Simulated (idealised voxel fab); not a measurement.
A process module follows: voxel transistor to metal.
We display cut, a cross-section 165 nm in width whose square cells are each 5 nm.
Just so we're on the same page, the cross-sections are grids of square cells, and they're listed out in bands top to bottom, each band one or more rows deep.
Heights first: top, then bottom, in nm. Then materials, left to right, each with a width in nm. "full width" on a single material: fills the band edge to edge. "blank": empty space.
For the purposes of this specification, 0 denotes the height below which the wafer in its as-received condition is composed wholly of one material, and the lowermost band, lacking a lower limit, extends downward without end, as expressed in "top 0, no bottom".
When a width is written as two numbers, as in "30->40", the first number is the width in the top row of cells of the band and the second is the width in its bottom row, and the width changes by the same amount from each row to the next.
"nothing altered" means the step left every cell of the cross-section as it was.
Any empty space of 8 cells or more lacking an open way to the top shows up in "Closed cavity list" as width x height at distance, distance from the left edge, in nm.
Post-settings text on a step line: simulator's own remark regarding the step.
Among the settings permitted on a step's line is "overlay nm"; applied to a step with a mask, it specifies the extent to which the mask lay to the right of its planned position, whereas a negative figure signifies a position to the left.
HERE'S WHAT THE PLANNED PROCESS STEPS LOOK LIKE
1. RECEIVE: material Si
2. CONFORMAL_DEP: material SiO2, thk nm 5
3. CONFORMAL_DEP: material SiN, thk nm 10
4. DIRECTIONAL_DEP: material aC, thk nm 15
5. PATTERN: tone cover, mask id ACTIVE, material resist, width nm 95, thk nm 30, overlay nm 0
6. DIRECTIONAL_ETCH: etch materials aC, depth nm 15
7. STRIP: etch materials resist
8. DIRECTIONAL_ETCH: etch materials SiN, depth nm 10
9. DIRECTIONAL_ETCH: etch materials SiO2, depth nm 5
10. DIRECTIONAL_ETCH: etch materials Si, depth nm 20
11. STRIP: etch materials aC
12. OXIDIZE: depth nm 5
13. FILL_DEP: material SiO2, thk nm 15
14. CMP: height nm 15
15. SELECTIVE_ETCH: etch materials SiO2, depth nm 5
16. STRIP: etch materials SiN
17. SELECTIVE_ETCH: etch materials SiO2, depth nm 5
18. OXIDIZE: depth nm 5
19. DIRECTIONAL_DEP: material polySi, thk nm 20
20. DIRECTIONAL_DEP: material SiCN, thk nm 15
21. PATTERN: tone cover, mask id GATE, material resist, width nm 15, thk nm 20, overlay nm 0
22. DIRECTIONAL_ETCH: etch materials SiCN, depth nm 25
23. DIRECTIONAL_ETCH: etch materials polySi, depth nm 30
24. STRIP: etch materials resist
25. CONFORMAL_DEP: material SiN, thk nm 5
26. DIRECTIONAL_ETCH: etch materials SiN, depth nm 5
27. DIRECTIONAL_ETCH: etch materials SiO2, depth nm 5
28. EPI: material SiGe, thk nm 5
29. FILL_DEP: material SiO2, thk nm 10
30. CMP: height nm 35
31. DIRECTIONAL_DEP: material SiO2, thk nm 10
32. PATTERN: tone open, mask id CONTACT, material resist, width nm 20, pitch nm 65, thk nm 15, overlay nm 0
33. DIRECTIONAL_ETCH: etch materials SiO2, depth nm 45
34. STRIP: etch materials resist
35. CONFORMAL_DEP: material TiN, thk nm 5
36. FILL_DEP: material Ru, thk nm 5
37. CMP: height nm 45
38. DIRECTIONAL_DEP: material TiN, thk nm 5
39. DIRECTIONAL_DEP: material Ru, thk nm 20
40. MASKED_ETCH: tone cover, mask id METAL_1, width nm 20, pitch nm 65, etch materials Ru, depth nm 20, overlay nm 0
41. MASKED_ETCH: tone cover, mask id METAL_1, width nm 20, pitch nm 65, etch materials TiN, depth nm 5, overlay nm 0
42. FILL_DEP: material SiO2, thk nm 10
43. CMP: height nm 70
44. CONFORMAL_DEP: material SiN, thk nm 5
WAFER AT RECEIPT (POST STEP 1), CROSS-SECTION
    top 0, no bottom: Si full width
    Closed cavity list: none
FIRST OF TWO WAFERS AT THE END OF THE MODULE, SHOWN IN CROSS-SECTION; RUN CARRIED OUT AS PLANNED
    top 75, bottom 70: SiN full width
    top 70, bottom 50: 40 SiO2 / 20 Ru / 45 SiO2 / 20 Ru / 40 SiO2
    top 50, bottom 45: 40 SiO2 / 20 TiN / 45 SiO2 / 20 TiN / 40 SiO2
    top 45, bottom 35: 40 SiO2 / 5 TiN / 10 Ru / 5 TiN / 45 SiO2 / 5 TiN / 10 Ru / 5 TiN / 40 SiO2
    top 35, bottom 20: 40 SiO2 / 5 TiN / 10 Ru / 5 TiN / 10 SiO2 / 5 SiN / 15 SiCN / 5 SiN / 10 SiO2 / 5 TiN / 10 Ru / 5 TiN / 40 SiO2
    top 20, bottom 5: 40 SiO2 / 5 TiN / 10 Ru / 5 TiN / 10 SiO2 / 5 SiN / 15 polySi / 5 SiN / 10 SiO2 / 5 TiN / 10 Ru / 5 TiN / 40 SiO2
    top 5, bottom 0: 30 SiO2 / 5 SiN / 5 SiO2 / 20 TiN / 10 SiO2 / 5 SiN / 15 polySi / 5 SiN / 10 SiO2 / 20 TiN / 5 SiO2 / 5 SiN / 30 SiO2
    top 0, bottom -5: 35 SiO2 / 35 SiGe / 25 SiO2 / 35 SiGe / 35 SiO2
    top -5, bottom -25: 40 SiO2 / 85 Si / 40 SiO2
    top -25, no bottom: Si full width
    Closed cavity list: none
CROSS-SECTIONAL VIEW: SECOND OF TWO WAFERS, END OF MODULE; START AND PLAN IDENTICAL TO THE FIRST, ONE MISTAKE IN RUNNING
    top 75, bottom 70: SiN full width
    top 70, bottom 50: 40 SiO2 / 20 Ru / 45 SiO2 / 20 Ru / 40 SiO2
    top 50, bottom 45: 40 SiO2 / 20 TiN / 45 SiO2 / 20 TiN / 40 SiO2
    top 45, bottom 35: 40 SiO2 / 5 TiN / 10 Ru / 5 TiN / 45 SiO2 / 5 TiN / 10 Ru / 5 TiN / 40 SiO2
    top 35, bottom 20: 40 SiO2 / 5 TiN / 10 Ru / 5 TiN / 10 SiO2 / 5 SiN / 15 polySi / 5 SiN / 10 SiO2 / 5 TiN / 10 Ru / 5 TiN / 40 SiO2
    top 20, bottom 15: 40 SiO2 / 20 TiN / 45 SiO2 / 20 TiN / 40 SiO2
    top 15, bottom 5: 35 SiO2 / 95 SiN / 35 SiO2
    top 5, bottom 0: SiO2 full width
    top 0, bottom -25: 40 SiO2 / 85 Si / 40 SiO2
    top -25, no bottom: Si full width
    Closed cavity list: none
Finding, execution versus plan: plan step 14 skipped
Final cells, second wafer relative to first, materials higher or lower: 12 fewer of Ru; 17 more of Si; 9 fewer of SiCN; 14 fewer of SiGe; 28 more of SiN; 5 more of SiO2; 12 fewer of TiN; 3 fewer of polySi
